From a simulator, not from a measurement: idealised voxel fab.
This section sets out a process module, namely voxel self aligned vias.
Displayed cross-section: cut, width of 250 nm, square cells sized 5 nm.
Format of a cross-section: grid, square cells. Given as bands. Order: top down. Band: one or more rows of cells.
Within each band entry, the heights of the top and of the bottom of the band appear first, in that order and in nm; the materials of the band then follow from left to right, each with its corresponding width in nm. The designation "all across" on a single material indicates that it fills the band from edge to edge; the designation "empty" indicates empty space.
Basically, 0 is our baseline, since under it the wafer straight out of the box is all one material. The bottom band has no lower end and keeps on going down, so it looks like "0 nm and below".
A width such as "30 to 40" changes by the same amount from each row of cells to the next, from the band's top row to its bottom row.
Where a step carries "no alteration", the cross-section came out of it unchanged, cell for cell.
You'll see "Closed void listing" listing empty spaces that have no way open to the top, as long as they're 8 cells or more; the notation is width x height at distance, where the distance is from the left edge, and all of it is in nm.
Anything after a step's settings on that line? It's the simulator's own note about the step.
overlay nm: on a step with a mask, how far right of its planned place the mask lay; negative means left.
The following list gives the planned process steps:
| 1 | RECEIVE, material Si |
| 2 | CONFORMAL_DEP, material SiO2, thk nm 10 |
| 3 | CONFORMAL_DEP, material SiCN, thk nm 5 |
| 4 | DIRECTIONAL_DEP, material lowk, thk nm 30 |
| 5 | DIRECTIONAL_DEP, material aC, thk nm 10 |
| 6 | PATTERN, tone open, mask id LINES, material resist, width nm 20, pitch nm 70, thk nm 25, overlay nm 0 |
| 7 | DIRECTIONAL_ETCH, etch materials aC, depth nm 10 |
| 8 | STRIP, etch materials resist |
| 9 | DIRECTIONAL_ETCH, etch materials lowk, depth nm 30 |
| 10 | STRIP, etch materials aC |
| 11 | CONFORMAL_DEP, material TiN, thk nm 5 |
| 12 | FILL_DEP, material Ru, thk nm 10 |
| 13 | CMP, height nm 45 |
| 14 | SELECTIVE_ETCH, etch materials W Ru TiN, depth nm 10 |
| 15 | FILL_DEP, material SiN, thk nm 10 |
| 16 | CMP, height nm 45 |
| 17 | DIRECTIONAL_DEP, material lowk, thk nm 15 |
| 18 | DIRECTIONAL_DEP, material aC, thk nm 10 |
| 19 | PATTERN, tone open, mask id VIAS, material resist, width nm 40, pitch nm 70, thk nm 25, overlay nm 0 |
| 20 | DIRECTIONAL_ETCH, etch materials aC, depth nm 10 |
| 21 | STRIP, etch materials resist |
| 22 | DIRECTIONAL_ETCH, etch materials lowk, depth nm 15 |
| 23 | DIRECTIONAL_ETCH, etch materials SiN, depth nm 10 |
| 24 | STRIP, etch materials aC |
| 25 | CONFORMAL_DEP, material TiN, thk nm 5 |
| 26 | FILL_DEP, material Ru, thk nm 5 |
| 27 | CMP, height nm 60 |
| 28 | CONFORMAL_DEP, material SiCN, thk nm 5 |
as received, after step 1:
* 0 nm and below  Si all across
* Closed void listing: none
Starting wafer: above. Plan: above. Run: one mistake. Cross-section after the module: below:
* 65 nm to 60 nm  SiCN all across
* 60 nm to 55 nm  SiN (70), then TiN (5), then Ru (30), then TiN (5), then SiN (30), then TiN (5), then Ru (30), then TiN (5), then SiN (70)
* 55 nm to 50 nm  SiN (70), then TiN (40), then SiN (30), then TiN (40), then SiN (70)
* 50 nm to 45 nm  SiN all across
* 45 nm to 35 nm  lowk (80), then SiN (20), then lowk (50), then SiN (20), then lowk (80)
* 35 nm to 20 nm  lowk (80), then TiN (5), then Ru (10), then TiN (5), then lowk (50), then TiN (5), then Ru (10), then TiN (5), then lowk (80)
* 20 nm to 15 nm  lowk (80), then TiN (20), then lowk (50), then TiN (20), then lowk (80)
* 15 nm to 10 nm  SiCN all across
* 10 nm to 0 nm  SiO2 all across
* 0 nm and below  Si all across
* Closed void listing: none
Deviation from plan: step 17 off recipe, ran as DIRECTIONAL_DEP, material SiN, thk nm 15
